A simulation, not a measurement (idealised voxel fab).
The name of this process module is voxel transistor to metal.
Square cells of 5 nm make up the cross-section cut, whose width is 160 nm.
Cross-section layout: square cells on a grid; listed as bands, top to bottom; a band spans one or more cell rows. First you get the band's top height and its bottom height, in nm, and then the materials it's made of, left to right, with each width in nm. If you see a single material with "throughout", that one covers the band edge to edge. "blank" is empty space. Height 0 is the level under which the wafer as received is all one material. The lowest band goes on downwards, as in "0 -> down". Note: "30 to 40" means the width goes from the first number (top row of the band) to the second number (bottom row) in equal steps per row of cells. "nothing got changed" for a step: no cell of the cross-section changed in that step. Look at "Sealed voids" for the closed voids: empty spaces with no open path to the top, sized 8 cells or up. Each is width x height at distance, distance from the left edge, all nm. Step line, after settings: the simulator's comment on this step. You can add "overlay nm" to a step's line. For a step with a mask, it describes how far the mask lay to the right of its planned position, and a negative number describes a lay to the left.
-- Planned step list for the process
1: RECEIVE: material Si
2: OXIDIZE: depth nm 5
3: CONFORMAL_DEP: material SiN, thk nm 10
4: PATTERN: tone cover, mask id ACTIVE, material resist, width nm 100, thk nm 20, overlay nm 0
5: DIRECTIONAL_ETCH: etch materials SiN, depth nm 10
6: DIRECTIONAL_ETCH: etch materials SiO2, depth nm 5
7: DIRECTIONAL_ETCH: etch materials Si, depth nm 30
8: STRIP: etch materials resist
9: OXIDIZE: depth nm 5
10: FILL_DEP: material SiO2, thk nm 5
11: CMP: height nm 10
12: SELECTIVE_ETCH: etch materials SiO2, depth nm 5
13: STRIP: etch materials SiN
14: SELECTIVE_ETCH: etch materials SiO2, depth nm 5
15: OXIDIZE: depth nm 5
16: DIRECTIONAL_DEP: material polySi, thk nm 25
17: DIRECTIONAL_DEP: material SiCN, thk nm 15
18: MASKED_ETCH: tone cover, mask id GATE, width nm 20, etch materials SiCN, depth nm 25, overlay nm 0
19: MASKED_ETCH: tone cover, mask id GATE, width nm 20, etch materials polySi, depth nm 35, overlay nm 0
20: CONFORMAL_DEP: material SiN, thk nm 5
21: DIRECTIONAL_ETCH: etch materials SiN, depth nm 5
22: DIRECTIONAL_ETCH: etch materials SiO2, depth nm 5
23: EPI: material nSi, thk nm 5
24: FILL_DEP: material SiO2, thk nm 5
25: CMP: height nm 35
26: DIRECTIONAL_DEP: material SiO2, thk nm 15
27: PATTERN: tone open, mask id CONTACT, material resist, width nm 20, pitch nm 70, thk nm 20, overlay nm 0
28: DIRECTIONAL_ETCH: etch materials SiO2, depth nm 55
29: STRIP: etch materials resist
30: CONFORMAL_DEP: material TiN, thk nm 5
31: FILL_DEP: material W, thk nm 10
32: CMP: height nm 50
33: CONFORMAL_DEP: material SiN, thk nm 5
34: DIRECTIONAL_DEP: material lowk, thk nm 20
35: PATTERN: tone open, mask id METAL_1, material resist, width nm 20, pitch nm 70, thk nm 15, overlay nm 0
36: DIRECTIONAL_ETCH: etch materials lowk, depth nm 20
37: DIRECTIONAL_ETCH: etch materials SiN, depth nm 5
38: STRIP: etch materials resist
39: CONFORMAL_DEP: material TiN, thk nm 5
40: FILL_DEP: material Ru, thk nm 10
41: CMP: height nm 75
42: CONFORMAL_DEP: material SiCN, thk nm 5
43: DIRECTIONAL_DEP: material lowk, thk nm 25
44: DIRECTIONAL_DEP: material aC, thk nm 15
45: PATTERN: tone open, mask id METAL_2_HOLES, material resist, width nm 15, pitch nm 70, thk nm 35, overlay nm 0
46: DIRECTIONAL_ETCH: etch materials aC, depth nm 15
47: STRIP: etch materials resist
48: DIRECTIONAL_ETCH: etch materials lowk, depth nm 25
49: STRIP: etch materials aC
50: PATTERN: tone open, mask id METAL_2, material resist, width nm 20, pitch nm 70, thk nm 15, overlay nm 0
51: DIRECTIONAL_ETCH: etch materials lowk, depth nm 15
52: DIRECTIONAL_ETCH: etch materials SiCN, depth nm 5
53: STRIP: etch materials resist
54: CONFORMAL_DEP: material TiN, thk nm 5
55: FILL_DEP: material Cu, thk nm 10
56: CMP: height nm 105
57: CONFORMAL_DEP: material SiCN, thk nm 5
-- first wafer, as planned
-- As received (post step 1): cross-section
* 0 -> down  Si throughout
* Sealed voids: none
-- Cross-section: wafer state after step 2
* 0 -> -5  SiO2 throughout
* No changes below -5.
-- Cross-section: wafer state after step 3
* 10 -> 0  SiN throughout
* No changes below 0.
-- Cross-section: wafer state after step 4
* 30 -> 10  blank: 30, then resist: 100, then blank: 30
* No changes below 10.
-- Cross-section: wafer state after step 5
* 30 -> 10  blank: 30, then resist: 100, then blank: 30
* 10 -> 0  blank: 30, then SiN: 100, then blank: 30
* No changes below 0.
-- Cross-section: wafer state after step 6
* 30 -> 10  blank: 30, then resist: 100, then blank: 30
* 10 -> 0  blank: 30, then SiN: 100, then blank: 30
* 0 -> -5  blank: 30, then SiO2: 100, then blank: 30
* No changes below -5.
-- Cross-section: wafer state after step 7
* 30 -> 10  blank: 30, then resist: 100, then blank: 30
* 10 -> 0  blank: 30, then SiN: 100, then blank: 30
* 0 -> -5  blank: 30, then SiO2: 100, then blank: 30
* -5 -> -35  blank: 30, then Si: 100, then blank: 30
* No changes below -35.
-- Cross-section: wafer state after step 8
* 10 -> 0  blank: 30, then SiN: 100, then blank: 30
* No changes below 0.
-- Cross-section: wafer state after step 9
* 10 -> 0  blank: 30, then SiN: 100, then blank: 30
* 0 -> -5  blank: 30, then SiO2: 100, then blank: 30
* -5 -> -35  blank: 30, then SiO2: 5, then Si: 90, then SiO2: 5, then blank: 30
* -35 -> -40  SiO2: 35, then Si: 90, then SiO2: 35
* No changes below -40.
-- Cross-section: wafer state after step 10
* 15 -> 10  SiO2 throughout
* 10 -> 0  SiO2: 30, then SiN: 100, then SiO2: 30
* 0 -> -5  SiO2 throughout
* -5 -> -40  SiO2: 35, then Si: 90, then SiO2: 35
* No changes below -40.
-- Cross-section: wafer state after step 11
* 10 -> 0  SiO2: 30, then SiN: 100, then SiO2: 30
* No changes below 0.
-- Cross-section: wafer state after step 12
* 10 -> 5  blank: 30, then SiN: 100, then blank: 30
* No changes below 5.
-- Cross-section: wafer state after step 13
* 5 -> 0  SiO2: 30, then blank: 100, then SiO2: 30
* No changes below 0.
-- Cross-section: wafer state after step 14
* 0 -> -5  SiO2: 25, then blank: 110, then SiO2: 25
* No changes below -5.
-- Cross-section: wafer state after step 15
* 0 -> -5  SiO2: 25, then blank: 110, then SiO2: 25
* -5 -> -10  SiO2 throughout
* No changes below -10.
-- Cross-section: wafer state after step 16
* 25 -> 20  polySi: 25, then blank: 110, then polySi: 25
* 20 -> 0  polySi throughout
* 0 -> -5  SiO2: 25, then polySi: 110, then SiO2: 25
* No changes below -5.
-- Cross-section: wafer state after step 17
* 40 -> 35  SiCN: 25, then blank: 110, then SiCN: 25
* 35 -> 25  SiCN throughout
* 25 -> 20  polySi: 25, then SiCN: 110, then polySi: 25
* No changes below 20.
-- Cross-section: wafer state after step 18
* 35 -> 25  blank: 70, then SiCN: 20, then blank: 70
* 25 -> 20  polySi: 25, then blank: 45, then SiCN: 20, then blank: 45, then polySi: 25
* No changes below 20.
-- Cross-section: wafer state after step 19
* 35 -> 20  blank: 70, then SiCN: 20, then blank: 70
* 20 -> 0  blank: 70, then polySi: 20, then blank: 70
* 0 -> -5  SiO2: 25, then blank: 45, then polySi: 20, then blank: 45, then SiO2: 25
* No changes below -5.
-- Cross-section: wafer state after step 20
* 40 -> 35  blank: 65, then SiN: 30, then blank: 65
* 35 -> 20  blank: 65, then SiN: 5, then SiCN: 20, then SiN: 5, then blank: 65
* 20 -> 5  blank: 65, then SiN: 5, then polySi: 20, then SiN: 5, then blank: 65
* 5 -> 0  SiN: 30, then blank: 35, then SiN: 5, then polySi: 20, then SiN: 5, then blank: 35, then SiN: 30
* 0 -> -5  SiO2: 25, then SiN: 45, then polySi: 20, then SiN: 45, then SiO2: 25
* No changes below -5.
-- Cross-section: wafer state after step 21
* 35 -> 20  blank: 65, then SiN: 5, then SiCN: 20, then SiN: 5, then blank: 65
* 20 -> 0  blank: 65, then SiN: 5, then polySi: 20, then SiN: 5, then blank: 65
* 0 -> -5  SiO2: 25, then SiN: 5, then blank: 35, then SiN: 5, then polySi: 20, then SiN: 5, then blank: 35, then SiN: 5, then SiO2: 25
* No changes below -5.
-- Cross-section: wafer state after step 22
* 35 -> 20  blank: 65, then SiN: 5, then SiCN: 20, then SiN: 5, then blank: 65
* 20 -> 0  blank: 65, then SiN: 5, then polySi: 20, then SiN: 5, then blank: 65
* 0 -> -5  blank: 25, then SiN: 5, then blank: 35, then SiN: 5, then polySi: 20, then SiN: 5, then blank: 35, then SiN: 5, then blank: 25
* -5 -> -10  SiO2: 30, then blank: 35, then SiO2: 30, then blank: 35, then SiO2: 30
* No changes below -10.
-- Cross-section: wafer state after step 23
* 35 -> 20  blank: 65, then SiN: 5, then SiCN: 20, then SiN: 5, then blank: 65
* 20 -> 0  blank: 65, then SiN: 5, then polySi: 20, then SiN: 5, then blank: 65
* 0 -> -5  blank: 25, then SiN: 5, then blank: 35, then SiN: 5, then polySi: 20, then SiN: 5, then blank: 35, then SiN: 5, then blank: 25
* -5 -> -10  SiO2: 30, then nSi: 35, then SiO2: 30, then nSi: 35, then SiO2: 30
* No changes below -10.
-- Cross-section: wafer state after step 24
* 40 -> 35  SiO2 throughout
* 35 -> 20  SiO2: 65, then SiN: 5, then SiCN: 20, then SiN: 5, then SiO2: 65
* 20 -> 0  SiO2: 65, then SiN: 5, then polySi: 20, then SiN: 5, then SiO2: 65
* 0 -> -5  SiO2: 25, then SiN: 5, then SiO2: 35, then SiN: 5, then polySi: 20, then SiN: 5, then SiO2: 35, then SiN: 5, then SiO2: 25
* No changes below -5.
-- Cross-section: wafer state after step 25
* 35 -> 20  SiO2: 65, then SiN: 5, then SiCN: 20, then SiN: 5, then SiO2: 65
* No changes below 20.
-- Cross-section: wafer state after step 26
* 50 -> 35  SiO2 throughout
* No changes below 35.
-- Cross-section: wafer state after step 27
* 70 -> 50  resist: 35, then blank: 20, then resist: 50, then blank: 20, then resist: 35
* No changes below 50.
-- Cross-section: wafer state after step 28
* 70 -> 50  resist: 35, then blank: 20, then resist: 50, then blank: 20, then resist: 35
* 50 -> 35  SiO2: 35, then blank: 20, then SiO2: 50, then blank: 20, then SiO2: 35
* 35 -> 20  SiO2: 35, then blank: 20, then SiO2: 10, then SiN: 5, then SiCN: 20, then SiN: 5, then SiO2: 10, then blank: 20, then SiO2: 35
* 20 -> 0  SiO2: 35, then blank: 20, then SiO2: 10, then SiN: 5, then polySi: 20, then SiN: 5, then SiO2: 10, then blank: 20, then SiO2: 35
* 0 -> -5  SiO2: 25, then SiN: 5, then SiO2: 5, then blank: 20, then SiO2: 10, then SiN: 5, then polySi: 20, then SiN: 5, then SiO2: 10, then blank: 20, then SiO2: 5, then SiN: 5, then SiO2: 25
* No changes below -5.
-- Cross-section: wafer state after step 29
* 50 -> 35  SiO2: 35, then blank: 20, then SiO2: 50, then blank: 20, then SiO2: 35
* No changes below 35.
-- Cross-section: wafer state after step 30
* 55 -> 50  TiN: 40, then blank: 10, then TiN: 60, then blank: 10, then TiN: 40
* 50 -> 35  SiO2: 35, then TiN: 5, then blank: 10, then TiN: 5, then SiO2: 50, then TiN: 5, then blank: 10, then TiN: 5, then SiO2: 35
* 35 -> 20  SiO2: 35, then TiN: 5, then blank: 10, then TiN: 5, then SiO2: 10, then SiN: 5, then SiCN: 20, then SiN: 5, then SiO2: 10, then TiN: 5, then blank: 10, then TiN: 5, then SiO2: 35
* 20 -> 0  SiO2: 35, then TiN: 5, then blank: 10, then TiN: 5, then SiO2: 10, then SiN: 5, then polySi: 20, then SiN: 5, then SiO2: 10, then TiN: 5, then blank: 10, then TiN: 5, then SiO2: 35
* 0 -> -5  SiO2: 25, then SiN: 5, then SiO2: 5, then TiN: 20, then SiO2: 10, then SiN: 5, then polySi: 20, then SiN: 5, then SiO2: 10, then TiN: 20, then SiO2: 5, then SiN: 5, then SiO2: 25
* No changes below -5.
-- Cross-section: wafer state after step 31
* 65 -> 55  W throughout
* 55 -> 50  TiN: 40, then W: 10, then TiN: 60, then W: 10, then TiN: 40
* 50 -> 35  SiO2: 35, then TiN: 5, then W: 10, then TiN: 5, then SiO2: 50, then TiN: 5, then W: 10, then TiN: 5, then SiO2: 35
* 35 -> 20  SiO2: 35, then TiN: 5, then W: 10, then TiN: 5, then SiO2: 10, then SiN: 5, then SiCN: 20, then SiN: 5, then SiO2: 10, then TiN: 5, then W: 10, then TiN: 5, then SiO2: 35
* 20 -> 0  SiO2: 35, then TiN: 5, then W: 10, then TiN: 5, then SiO2: 10, then SiN: 5, then polySi: 20, then SiN: 5, then SiO2: 10, then TiN: 5, then W: 10, then TiN: 5, then SiO2: 35
* No changes below 0.
-- Cross-section: wafer state after step 32
* 50 -> 35  SiO2: 35, then TiN: 5, then W: 10, then TiN: 5, then SiO2: 50, then TiN: 5, then W: 10, then TiN: 5, then SiO2: 35
* No changes below 35.
-- Cross-section: wafer state after step 33
* 55 -> 50  SiN throughout
* No changes below 50.
-- Cross-section: wafer state after step 34
* 75 -> 55  lowk throughout
* No changes below 55.
-- Cross-section: wafer state after step 35
* 90 -> 75  resist: 35, then blank: 20, then resist: 50, then blank: 20, then resist: 35
* No changes below 75.
-- Cross-section: wafer state after step 36
* 90 -> 75  resist: 35, then blank: 20, then resist: 50, then blank: 20, then resist: 35
* 75 -> 55  lowk: 35, then blank: 20, then lowk: 50, then blank: 20, then lowk: 35
* No changes below 55.
-- Cross-section: wafer state after step 37
* 90 -> 75  resist: 35, then blank: 20, then resist: 50, then blank: 20, then resist: 35
* 75 -> 55  lowk: 35, then blank: 20, then lowk: 50, then blank: 20, then lowk: 35
* 55 -> 50  SiN: 35, then blank: 20, then SiN: 50, then blank: 20, then SiN: 35
* No changes below 50.
-- Cross-section: wafer state after step 38
* 75 -> 55  lowk: 35, then blank: 20, then lowk: 50, then blank: 20, then lowk: 35
* No changes below 55.
-- Cross-section: wafer state after step 39
* 80 -> 75  TiN: 40, then blank: 10, then TiN: 60, then blank: 10, then TiN: 40
* 75 -> 55  lowk: 35, then TiN: 5, then blank: 10, then TiN: 5, then lowk: 50, then TiN: 5, then blank: 10, then TiN: 5, then lowk: 35
* 55 -> 50  SiN: 35, then TiN: 20, then SiN: 50, then TiN: 20, then SiN: 35
* No changes below 50.
-- Cross-section: wafer state after step 40
* 90 -> 80  Ru throughout
* 80 -> 75  TiN: 40, then Ru: 10, then TiN: 60, then Ru: 10, then TiN: 40
* 75 -> 55  lowk: 35, then TiN: 5, then Ru: 10, then TiN: 5, then lowk: 50, then TiN: 5, then Ru: 10, then TiN: 5, then lowk: 35
* No changes below 55.
-- Cross-section: wafer state after step 41
* 75 -> 55  lowk: 35, then TiN: 5, then Ru: 10, then TiN: 5, then lowk: 50, then TiN: 5, then Ru: 10, then TiN: 5, then lowk: 35
* No changes below 55.
-- Cross-section: wafer state after step 42
* 80 -> 75  SiCN throughout
* No changes below 75.
-- Cross-section: wafer state after step 43
* 105 -> 80  lowk throughout
* No changes below 80.
-- Cross-section: wafer state after step 44
* 120 -> 105  aC throughout
* No changes below 105.
-- Cross-section: wafer state after step 45
* 155 -> 120  resist: 35, then blank: 15, then resist: 55, then blank: 15, then resist: 40
* No changes below 120.
-- Cross-section: wafer state after step 46
* 140 -> 120  resist: 35, then blank: 15, then resist: 55, then blank: 15, then resist: 40
* 120 -> 105  aC: 35, then blank: 15, then aC: 55, then blank: 15, then aC: 40
* No changes below 105.
-- Cross-section: wafer state after step 47
* 120 -> 105  aC: 35, then blank: 15, then aC: 55, then blank: 15, then aC: 40
* No changes below 105.
-- Cross-section: wafer state after step 48
* 120 -> 105  aC: 35, then blank: 15, then aC: 55, then blank: 15, then aC: 40
* 105 -> 80  lowk: 35, then blank: 15, then lowk: 55, then blank: 15, then lowk: 40
* No changes below 80.
-- Cross-section: wafer state after step 49
* 105 -> 80  lowk: 35, then blank: 15, then lowk: 55, then blank: 15, then lowk: 40
* No changes below 80.
-- Cross-section: wafer state after step 50
* 120 -> 105  resist: 35, then blank: 20, then resist: 50, then blank: 20, then resist: 35
* No changes below 105.
-- Cross-section: wafer state after step 51
* 120 -> 105  resist: 35, then blank: 20, then resist: 50, then blank: 20, then resist: 35
* 105 -> 90  lowk: 35, then blank: 20, then lowk: 50, then blank: 20, then lowk: 35
* No changes below 90.
-- Cross-section: wafer state after step 52
* 120 -> 105  resist: 35, then blank: 20, then resist: 50, then blank: 20, then resist: 35
* 105 -> 90  lowk: 35, then blank: 20, then lowk: 50, then blank: 20, then lowk: 35
* 90 -> 80  lowk: 35, then blank: 15, then lowk: 55, then blank: 15, then lowk: 40
* 80 -> 75  SiCN: 35, then blank: 15, then SiCN: 55, then blank: 15, then SiCN: 40
* No changes below 75.
-- Cross-section: wafer state after step 53
* 105 -> 90  lowk: 35, then blank: 20, then lowk: 50, then blank: 20, then lowk: 35
* No changes below 90.
-- Cross-section: wafer state after step 54
* 110 -> 105  TiN: 40, then blank: 10, then TiN: 60, then blank: 10, then TiN: 40
* 105 -> 95  lowk: 35, then TiN: 5, then blank: 10, then TiN: 5, then lowk: 50, then TiN: 5, then blank: 10, then TiN: 5, then lowk: 35
* 95 -> 90  lowk: 35, then TiN: 5, then blank: 5, then TiN: 10, then lowk: 50, then TiN: 5, then blank: 5, then TiN: 10, then lowk: 35
* 90 -> 80  lowk: 35, then TiN: 5, then blank: 5, then TiN: 5, then lowk: 55, then TiN: 5, then blank: 5, then TiN: 5, then lowk: 40
* 80 -> 75  SiCN: 35, then TiN: 15, then SiCN: 55, then TiN: 15, then SiCN: 40
* No changes below 75.
-- Cross-section: wafer state after step 55
* 120 -> 110  Cu throughout
* 110 -> 105  TiN: 40, then Cu: 10, then TiN: 60, then Cu: 10, then TiN: 40
* 105 -> 95  lowk: 35, then TiN: 5, then Cu: 10, then TiN: 5, then lowk: 50, then TiN: 5, then Cu: 10, then TiN: 5, then lowk: 35
* 95 -> 90  lowk: 35, then TiN: 5, then Cu: 5, then TiN: 10, then lowk: 50, then TiN: 5, then Cu: 5, then TiN: 10, then lowk: 35
* 90 -> 80  lowk: 35, then TiN: 5, then Cu: 5, then TiN: 5, then lowk: 55, then TiN: 5, then Cu: 5, then TiN: 5, then lowk: 40
* No changes below 80.
-- Cross-section: wafer state after step 56
* 105 -> 95  lowk: 35, then TiN: 5, then Cu: 10, then TiN: 5, then lowk: 50, then TiN: 5, then Cu: 10, then TiN: 5, then lowk: 35
* No changes below 95.
-- Cross-section: wafer state after step 57
* 110 -> 105  SiCN throughout
* No changes below 105.
-- Second of two: same start, same plan, one run error; steps up to and including 16 match the first
-- Cross-sectional representation of the second wafer at the time designated in the plan for the completion of step 17
* 55 -> 50  SiCN: 25, then blank: 110, then SiCN: 25
* 50 -> 25  SiCN throughout
* 25 -> 20  polySi: 25, then SiCN: 110, then polySi: 25
* No changes below 20.
-- Cross-sectional representation of the second wafer at the time designated in the plan for the completion of step 18
* 50 -> 30  blank: 70, then SiCN: 20, then blank: 70
* 30 -> 25  SiCN: 25, then blank: 45, then SiCN: 20, then blank: 45, then SiCN: 25
* No changes below 25.
Cross-sectional representation of the second wafer at the time designated in the plan for the completion of step 19: nothing got changed
-- Cross-sectional representation of the second wafer at the time designated in the plan for the completion of step 20
* 55 -> 50  blank: 65, then SiN: 30, then blank: 65
* 50 -> 35  blank: 65, then SiN: 5, then SiCN: 20, then SiN: 5, then blank: 65
* 35 -> 30  SiN: 30, then blank: 35, then SiN: 5, then SiCN: 20, then SiN: 5, then blank: 35, then SiN: 30
* 30 -> 25  SiCN: 25, then SiN: 45, then SiCN: 20, then SiN: 45, then SiCN: 25
* No changes below 25.
-- Cross-sectional representation of the second wafer at the time designated in the plan for the completion of step 21
* 50 -> 30  blank: 65, then SiN: 5, then SiCN: 20, then SiN: 5, then blank: 65
* 30 -> 25  SiCN: 25, then SiN: 5, then blank: 35, then SiN: 5, then SiCN: 20, then SiN: 5, then blank: 35, then SiN: 5, then SiCN: 25
* No changes below 25.
Cross-sectional representation of the second wafer at the time designated in the plan for the completion of step 22: nothing got changed
Cross-sectional representation of the second wafer at the time designated in the plan for the completion of step 23: nothing got changed
-- Cross-sectional representation of the second wafer at the time designated in the plan for the completion of step 24
* 55 -> 50  SiO2 throughout
* 50 -> 30  SiO2: 65, then SiN: 5, then SiCN: 20, then SiN: 5, then SiO2: 65
* 30 -> 25  SiCN: 25, then SiN: 5, then SiO2: 35, then SiN: 5, then SiCN: 20, then SiN: 5, then SiO2: 35, then SiN: 5, then SiCN: 25
* No changes below 25.
-- Cross-sectional representation of the second wafer at the time designated in the plan for the completion of step 25
* 35 -> 30  SiO2: 65, then SiN: 5, then SiCN: 20, then SiN: 5, then SiO2: 65
* No changes below 30.
-- Cross-sectional representation of the second wafer at the time designated in the plan for the completion of step 26
* 50 -> 35  SiO2 throughout
* No changes below 35.
-- Cross-sectional representation of the second wafer at the time designated in the plan for the completion of step 27
* 70 -> 50  resist: 35, then blank: 20, then resist: 50, then blank: 20, then resist: 35
* No changes below 50.
-- Cross-sectional representation of the second wafer at the time designated in the plan for the completion of step 28
* 70 -> 50  resist: 35, then blank: 20, then resist: 50, then blank: 20, then resist: 35
* 50 -> 35  SiO2: 35, then blank: 20, then SiO2: 50, then blank: 20, then SiO2: 35
* 35 -> 30  SiO2: 35, then blank: 20, then SiO2: 10, then SiN: 5, then SiCN: 20, then SiN: 5, then SiO2: 10, then blank: 20, then SiO2: 35
* 30 -> 25  SiCN: 25, then SiN: 5, then SiO2: 5, then blank: 20, then SiO2: 10, then SiN: 5, then SiCN: 20, then SiN: 5, then SiO2: 10, then blank: 20, then SiO2: 5, then SiN: 5, then SiCN: 25
* No changes below 25.
-- Cross-sectional representation of the second wafer at the time designated in the plan for the completion of step 29
* 50 -> 35  SiO2: 35, then blank: 20, then SiO2: 50, then blank: 20, then SiO2: 35
* No changes below 35.
-- Cross-sectional representation of the second wafer at the time designated in the plan for the completion of step 30
* 55 -> 50  TiN: 40, then blank: 10, then TiN: 60, then blank: 10, then TiN: 40
* 50 -> 35  SiO2: 35, then TiN: 5, then blank: 10, then TiN: 5, then SiO2: 50, then TiN: 5, then blank: 10, then TiN: 5, then SiO2: 35
* 35 -> 30  SiO2: 35, then TiN: 5, then blank: 10, then TiN: 5, then SiO2: 10, then SiN: 5, then SiCN: 20, then SiN: 5, then SiO2: 10, then TiN: 5, then blank: 10, then TiN: 5, then SiO2: 35
* 30 -> 25  SiCN: 25, then SiN: 5, then SiO2: 5, then TiN: 20, then SiO2: 10, then SiN: 5, then SiCN: 20, then SiN: 5, then SiO2: 10, then TiN: 20, then SiO2: 5, then SiN: 5, then SiCN: 25
* No changes below 25.
-- Cross-sectional representation of the second wafer at the time designated in the plan for the completion of step 31
* 65 -> 55  W throughout
* 55 -> 50  TiN: 40, then W: 10, then TiN: 60, then W: 10, then TiN: 40
* 50 -> 35  SiO2: 35, then TiN: 5, then W: 10, then TiN: 5, then SiO2: 50, then TiN: 5, then W: 10, then TiN: 5, then SiO2: 35
* 35 -> 30  SiO2: 35, then TiN: 5, then W: 10, then TiN: 5, then SiO2: 10, then SiN: 5, then SiCN: 20, then SiN: 5, then SiO2: 10, then TiN: 5, then W: 10, then TiN: 5, then SiO2: 35
* No changes below 30.
-- Cross-sectional representation of the second wafer at the time designated in the plan for the completion of step 32
* 50 -> 35  SiO2: 35, then TiN: 5, then W: 10, then TiN: 5, then SiO2: 50, then TiN: 5, then W: 10, then TiN: 5, then SiO2: 35
* No changes below 35.
-- Cross-sectional representation of the second wafer at the time designated in the plan for the completion of step 33
* 55 -> 50  SiN throughout
* No changes below 50.
-- Cross-sectional representation of the second wafer at the time designated in the plan for the completion of step 34
* 75 -> 55  lowk throughout
* No changes below 55.
-- Cross-sectional representation of the second wafer at the time designated in the plan for the completion of step 35
* 90 -> 75  resist: 35, then blank: 20, then resist: 50, then blank: 20, then resist: 35
* No changes below 75.
-- Cross-sectional representation of the second wafer at the time designated in the plan for the completion of step 36
* 90 -> 75  resist: 35, then blank: 20, then resist: 50, then blank: 20, then resist: 35
* 75 -> 55  lowk: 35, then blank: 20, then lowk: 50, then blank: 20, then lowk: 35
* No changes below 55.
-- Cross-sectional representation of the second wafer at the time designated in the plan for the completion of step 37
* 90 -> 75  resist: 35, then blank: 20, then resist: 50, then blank: 20, then resist: 35
* 75 -> 55  lowk: 35, then blank: 20, then lowk: 50, then blank: 20, then lowk: 35
* 55 -> 50  SiN: 35, then blank: 20, then SiN: 50, then blank: 20, then SiN: 35
* No changes below 50.
-- Cross-sectional representation of the second wafer at the time designated in the plan for the completion of step 38
* 75 -> 55  lowk: 35, then blank: 20, then lowk: 50, then blank: 20, then lowk: 35
* No changes below 55.
-- Cross-sectional representation of the second wafer at the time designated in the plan for the completion of step 39
* 80 -> 75  TiN: 40, then blank: 10, then TiN: 60, then blank: 10, then TiN: 40
* 75 -> 55  lowk: 35, then TiN: 5, then blank: 10, then TiN: 5, then lowk: 50, then TiN: 5, then blank: 10, then TiN: 5, then lowk: 35
* 55 -> 50  SiN: 35, then TiN: 20, then SiN: 50, then TiN: 20, then SiN: 35
* No changes below 50.
-- Cross-sectional representation of the second wafer at the time designated in the plan for the completion of step 40
* 90 -> 80  Ru throughout
* 80 -> 75  TiN: 40, then Ru: 10, then TiN: 60, then Ru: 10, then TiN: 40
* 75 -> 55  lowk: 35, then TiN: 5, then Ru: 10, then TiN: 5, then lowk: 50, then TiN: 5, then Ru: 10, then TiN: 5, then lowk: 35
* No changes below 55.
-- Cross-sectional representation of the second wafer at the time designated in the plan for the completion of step 41
* 75 -> 55  lowk: 35, then TiN: 5, then Ru: 10, then TiN: 5, then lowk: 50, then TiN: 5, then Ru: 10, then TiN: 5, then lowk: 35
* No changes below 55.
-- Cross-sectional representation of the second wafer at the time designated in the plan for the completion of step 42
* 80 -> 75  SiCN throughout
* No changes below 75.
-- Cross-sectional representation of the second wafer at the time designated in the plan for the completion of step 43
* 105 -> 80  lowk throughout
* No changes below 80.
-- Cross-sectional representation of the second wafer at the time designated in the plan for the completion of step 44
* 120 -> 105  aC throughout
* No changes below 105.
-- Cross-sectional representation of the second wafer at the time designated in the plan for the completion of step 45
* 155 -> 120  resist: 35, then blank: 15, then resist: 55, then blank: 15, then resist: 40
* No changes below 120.
-- Cross-sectional representation of the second wafer at the time designated in the plan for the completion of step 46
* 140 -> 120  resist: 35, then blank: 15, then resist: 55, then blank: 15, then resist: 40
* 120 -> 105  aC: 35, then blank: 15, then aC: 55, then blank: 15, then aC: 40
* No changes below 105.
-- Cross-sectional representation of the second wafer at the time designated in the plan for the completion of step 47
* 120 -> 105  aC: 35, then blank: 15, then aC: 55, then blank: 15, then aC: 40
* No changes below 105.
-- Cross-sectional representation of the second wafer at the time designated in the plan for the completion of step 48
* 120 -> 105  aC: 35, then blank: 15, then aC: 55, then blank: 15, then aC: 40
* 105 -> 80  lowk: 35, then blank: 15, then lowk: 55, then blank: 15, then lowk: 40
* No changes below 80.
-- Cross-sectional representation of the second wafer at the time designated in the plan for the completion of step 49
* 105 -> 80  lowk: 35, then blank: 15, then lowk: 55, then blank: 15, then lowk: 40
* No changes below 80.
-- Cross-sectional representation of the second wafer at the time designated in the plan for the completion of step 50
* 120 -> 105  resist: 35, then blank: 20, then resist: 50, then blank: 20, then resist: 35
* No changes below 105.
-- Cross-sectional representation of the second wafer at the time designated in the plan for the completion of step 51
* 120 -> 105  resist: 35, then blank: 20, then resist: 50, then blank: 20, then resist: 35
* 105 -> 90  lowk: 35, then blank: 20, then lowk: 50, then blank: 20, then lowk: 35
* No changes below 90.
-- Cross-sectional representation of the second wafer at the time designated in the plan for the completion of step 52
* 120 -> 105  resist: 35, then blank: 20, then resist: 50, then blank: 20, then resist: 35
* 105 -> 90  lowk: 35, then blank: 20, then lowk: 50, then blank: 20, then lowk: 35
* 90 -> 80  lowk: 35, then blank: 15, then lowk: 55, then blank: 15, then lowk: 40
* 80 -> 75  SiCN: 35, then blank: 15, then SiCN: 55, then blank: 15, then SiCN: 40
* No changes below 75.
-- Cross-sectional representation of the second wafer at the time designated in the plan for the completion of step 53
* 105 -> 90  lowk: 35, then blank: 20, then lowk: 50, then blank: 20, then lowk: 35
* No changes below 90.
-- Cross-sectional representation of the second wafer at the time designated in the plan for the completion of step 54
* 110 -> 105  TiN: 40, then blank: 10, then TiN: 60, then blank: 10, then TiN: 40
* 105 -> 95  lowk: 35, then TiN: 5, then blank: 10, then TiN: 5, then lowk: 50, then TiN: 5, then blank: 10, then TiN: 5, then lowk: 35
* 95 -> 90  lowk: 35, then TiN: 5, then blank: 5, then TiN: 10, then lowk: 50, then TiN: 5, then blank: 5, then TiN: 10, then lowk: 35
* 90 -> 80  lowk: 35, then TiN: 5, then blank: 5, then TiN: 5, then lowk: 55, then TiN: 5, then blank: 5, then TiN: 5, then lowk: 40
* 80 -> 75  SiCN: 35, then TiN: 15, then SiCN: 55, then TiN: 15, then SiCN: 40
* No changes below 75.
-- Cross-sectional representation of the second wafer at the time designated in the plan for the completion of step 55
* 120 -> 110  Cu throughout
* 110 -> 105  TiN: 40, then Cu: 10, then TiN: 60, then Cu: 10, then TiN: 40
* 105 -> 95  lowk: 35, then TiN: 5, then Cu: 10, then TiN: 5, then lowk: 50, then TiN: 5, then Cu: 10, then TiN: 5, then lowk: 35
* 95 -> 90  lowk: 35, then TiN: 5, then Cu: 5, then TiN: 10, then lowk: 50, then TiN: 5, then Cu: 5, then TiN: 10, then lowk: 35
* 90 -> 80  lowk: 35, then TiN: 5, then Cu: 5, then TiN: 5, then lowk: 55, then TiN: 5, then Cu: 5, then TiN: 5, then lowk: 40
* No changes below 80.
-- Cross-sectional representation of the second wafer at the time designated in the plan for the completion of step 56
* 105 -> 95  lowk: 35, then TiN: 5, then Cu: 10, then TiN: 5, then lowk: 50, then TiN: 5, then Cu: 10, then TiN: 5, then lowk: 35
* No changes below 95.
-- Cross-sectional representation of the second wafer at the time designated in the plan for the completion of step 57
* 110 -> 105  SiCN throughout
* No changes below 105.
Finding, execution versus plan: the plan's step 17 ran twice
Wafer comparison, final, in cells, second relative to first, materials more or fewer: SiCN +28; SiN -12; SiO2 -94; TiN -24; W -24; nSi -14; polySi +140
